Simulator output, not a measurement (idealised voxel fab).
process module | voxel self aligned vias
cross-section cut | 285 nm wide | cells 5 nm
A cross-section is a grid of square cells, given in bands from the top down. A band is one or more rows of cells.
Each band's line starts with the height of the band's top and of its bottom, in nm. Then come its materials from left to right, each with its width in nm. One material with "throughout" fills the band from edge to edge. "air" is empty space.
Height 0 is the level under which the wafer as received is all one material. The lowest band goes on downwards, as in "0 down".
A width such as "30 to 40" changes by the same amount from each row of cells to the next, from the band's top row to its bottom row.
"no change" after a step means that no cell of the cross-section changed.
closed voids: empty space of 8 cells or more with no open way to the top, each as width x height at its distance from the left edge, in nm
after a step's settings: what the simulator itself notes on the step
overlay nm, on a step with a mask: how far to the right of its planned place the mask lay; to the left if negative
plan
1 op RECEIVE | material Si
2 op CONFORMAL_DEP | material SiO2 | thk nm 15
3 op CONFORMAL_DEP | material SiCN | thk nm 5
4 op DIRECTIONAL_DEP | material SiO2 | thk nm 20
5 op PATTERN | tone open | mask id LINES | material resist | width nm 20 | pitch nm 45 | thk nm 15 | overlay nm 0
6 op DIRECTIONAL_ETCH | etch materials SiO2 | depth nm 20
7 op STRIP | etch materials resist
8 op CONFORMAL_DEP | material TiN | thk nm 5
9 op FILL_DEP | material W | thk nm 5
10 op CMP | height nm 40
11 op SELECTIVE_ETCH | etch materials W Ru TiN | depth nm 5
12 op FILL_DEP | material SiN | thk nm 10
13 op CMP | height nm 40
14 op DIRECTIONAL_DEP | material SiO2 | thk nm 15
15 op DIRECTIONAL_DEP | material aC | thk nm 15
16 op PATTERN | tone open | mask id VIAS | material resist | width nm 30 | thk nm 30 | overlay nm 0
17 op DIRECTIONAL_ETCH | etch materials aC | depth nm 15
18 op STRIP | etch materials resist
19 op DIRECTIONAL_ETCH | etch materials SiO2 | depth nm 15
20 op DIRECTIONAL_ETCH | etch materials SiN | depth nm 5
21 op STRIP | etch materials aC
22 op CONFORMAL_DEP | material TiN | thk nm 5
23 op FILL_DEP | material W | thk nm 5
24 op CMP | height nm 55
25 op CONFORMAL_DEP | material SiN | thk nm 5
first wafer, as planned
as received, after step 1
  0 down: Si throughout
  closed voids: none
after step 2
  15 to 0: SiO2 throughout
  below 0: unchanged
after step 3
  20 to 15: SiCN throughout
  below 15: unchanged
after step 4
  40 to 20: SiO2 throughout
  below 20: unchanged
after step 5
  55 to 40: resist 110 | air 20 | resist 25 | air 20 | resist 110
  below 40: unchanged
after step 6
  55 to 40: resist 110 | air 20 | resist 25 | air 20 | resist 110
  40 to 20: SiO2 110 | air 20 | SiO2 25 | air 20 | SiO2 110
  below 20: unchanged
after step 7
  40 to 20: SiO2 110 | air 20 | SiO2 25 | air 20 | SiO2 110
  below 20: unchanged
after step 8
  45 to 40: TiN 115 | air 10 | TiN 35 | air 10 | TiN 115
  40 to 25: SiO2 110 | TiN 5 | air 10 | TiN 5 | SiO2 25 | TiN 5 | air 10 | TiN 5 | SiO2 110
  25 to 20: SiO2 110 | TiN 20 | SiO2 25 | TiN 20 | SiO2 110
  below 20: unchanged
after step 9
  50 to 45: W throughout
  45 to 40: TiN 115 | W 10 | TiN 35 | W 10 | TiN 115
  40 to 25: SiO2 110 | TiN 5 | W 10 | TiN 5 | SiO2 25 | TiN 5 | W 10 | TiN 5 | SiO2 110
  below 25: unchanged
after step 10
  40 to 25: SiO2 110 | TiN 5 | W 10 | TiN 5 | SiO2 25 | TiN 5 | W 10 | TiN 5 | SiO2 110
  below 25: unchanged
after step 11
  40 to 35: SiO2 110 | air 20 | SiO2 25 | air 20 | SiO2 110
  below 35: unchanged
after step 12
  50 to 40: SiN throughout
  40 to 35: SiO2 110 | SiN 20 | SiO2 25 | SiN 20 | SiO2 110
  below 35: unchanged
after step 13
  40 to 35: SiO2 110 | SiN 20 | SiO2 25 | SiN 20 | SiO2 110
  below 35: unchanged
after step 14
  55 to 40: SiO2 throughout
  below 40: unchanged
after step 15
  70 to 55: aC throughout
  below 55: unchanged
after step 16
  100 to 70: resist 105 | air 30 | resist 150
  below 70: unchanged
after step 17
  85 to 70: resist 105 | air 30 | resist 150
  70 to 55: aC 105 | air 30 | aC 150
  below 55: unchanged
after step 18
  70 to 55: aC 105 | air 30 | aC 150
  below 55: unchanged
after step 19
  70 to 55: aC 105 | air 30 | aC 150
  55 to 40: SiO2 105 | air 30 | SiO2 150
  below 40: unchanged
after step 20
  70 to 55: aC 105 | air 30 | aC 150
  55 to 40: SiO2 105 | air 30 | SiO2 150
  40 to 35: SiO2 110 | air 20 | SiO2 25 | SiN 20 | SiO2 110
  below 35: unchanged
after step 21
  55 to 40: SiO2 105 | air 30 | SiO2 150
  below 40: unchanged
after step 22
  60 to 55: TiN 110 | air 20 | TiN 155
  55 to 45: SiO2 105 | TiN 5 | air 20 | TiN 5 | SiO2 150
  45 to 40: SiO2 105 | TiN 10 | air 10 | TiN 10 | SiO2 150
  40 to 35: SiO2 110 | TiN 20 | SiO2 25 | SiN 20 | SiO2 110
  below 35: unchanged
after step 23
  65 to 60: W throughout
  60 to 55: TiN 110 | W 20 | TiN 155
  55 to 45: SiO2 105 | TiN 5 | W 20 | TiN 5 | SiO2 150
  45 to 40: SiO2 105 | TiN 10 | W 10 | TiN 10 | SiO2 150
  below 40: unchanged
after step 24
  55 to 45: SiO2 105 | TiN 5 | W 20 | TiN 5 | SiO2 150
  below 45: unchanged
after step 25
  60 to 55: SiN throughout
  below 55: unchanged
second wafer: like start, like plan, one mistake. Through step 2 it matches the first wafer
when step 3 should have ended: no change
when step 4 should have ended
  35 to 0: SiO2 throughout
  below 0: unchanged
when step 5 should have ended
  50 to 35: resist 110 | air 20 | resist 25 | air 20 | resist 110
  below 35: unchanged
when step 6 should have ended
  50 to 35: resist 110 | air 20 | resist 25 | air 20 | resist 110
  35 to 15: SiO2 110 | air 20 | SiO2 25 | air 20 | SiO2 110
  below 15: unchanged
when step 7 should have ended
  35 to 15: SiO2 110 | air 20 | SiO2 25 | air 20 | SiO2 110
  below 15: unchanged
when step 8 should have ended
  40 to 35: TiN 115 | air 10 | TiN 35 | air 10 | TiN 115
  35 to 20: SiO2 110 | TiN 5 | air 10 | TiN 5 | SiO2 25 | TiN 5 | air 10 | TiN 5 | SiO2 110
  20 to 15: SiO2 110 | TiN 20 | SiO2 25 | TiN 20 | SiO2 110
  below 15: unchanged
when step 9 should have ended
  45 to 40: W throughout
  40 to 35: TiN 115 | W 10 | TiN 35 | W 10 | TiN 115
  35 to 20: SiO2 110 | TiN 5 | W 10 | TiN 5 | SiO2 25 | TiN 5 | W 10 | TiN 5 | SiO2 110
  below 20: unchanged
when step 10 should have ended
  40 to 35: TiN 115 | W 10 | TiN 35 | W 10 | TiN 115
  below 35: unchanged
when step 11 should have ended
  35 to 20: SiO2 110 | TiN 5 | W 10 | TiN 5 | SiO2 25 | TiN 5 | W 10 | TiN 5 | SiO2 110
  below 20: unchanged
when step 12 should have ended
  45 to 35: SiN throughout
  below 35: unchanged
when step 13 should have ended
  40 to 35: SiN throughout
  below 35: unchanged
when step 14 should have ended
  55 to 40: SiO2 throughout
  below 40: unchanged
when step 15 should have ended
  70 to 55: aC throughout
  below 55: unchanged
when step 16 should have ended
  100 to 70: resist 105 | air 30 | resist 150
  below 70: unchanged
when step 17 should have ended
  85 to 70: resist 105 | air 30 | resist 150
  70 to 55: aC 105 | air 30 | aC 150
  below 55: unchanged
when step 18 should have ended
  70 to 55: aC 105 | air 30 | aC 150
  below 55: unchanged
when step 19 should have ended
  70 to 55: aC 105 | air 30 | aC 150
  55 to 40: SiO2 105 | air 30 | SiO2 150
  below 40: unchanged
when step 20 should have ended
  70 to 55: aC 105 | air 30 | aC 150
  55 to 40: SiO2 105 | air 30 | SiO2 150
  40 to 35: SiN 105 | air 30 | SiN 150
  below 35: unchanged
when step 21 should have ended
  55 to 40: SiO2 105 | air 30 | SiO2 150
  below 40: unchanged
when step 22 should have ended
  60 to 55: TiN 110 | air 20 | TiN 155
  55 to 40: SiO2 105 | TiN 5 | air 20 | TiN 5 | SiO2 150
  40 to 35: SiN 105 | TiN 30 | SiN 150
  below 35: unchanged
when step 23 should have ended
  65 to 60: W throughout
  60 to 55: TiN 110 | W 20 | TiN 155
  55 to 40: SiO2 105 | TiN 5 | W 20 | TiN 5 | SiO2 150
  below 40: unchanged
when step 24 should have ended
  55 to 40: SiO2 105 | TiN 5 | W 20 | TiN 5 | SiO2 150
  below 40: unchanged
when step 25 should have ended
  60 to 55: SiN throughout
  below 55: unchanged
what went wrong: step 3 was left out
at the end the second wafer has, in cells: 57 fewer of SiCN | 47 more of SiN | 4 more of TiN | 6 more of W
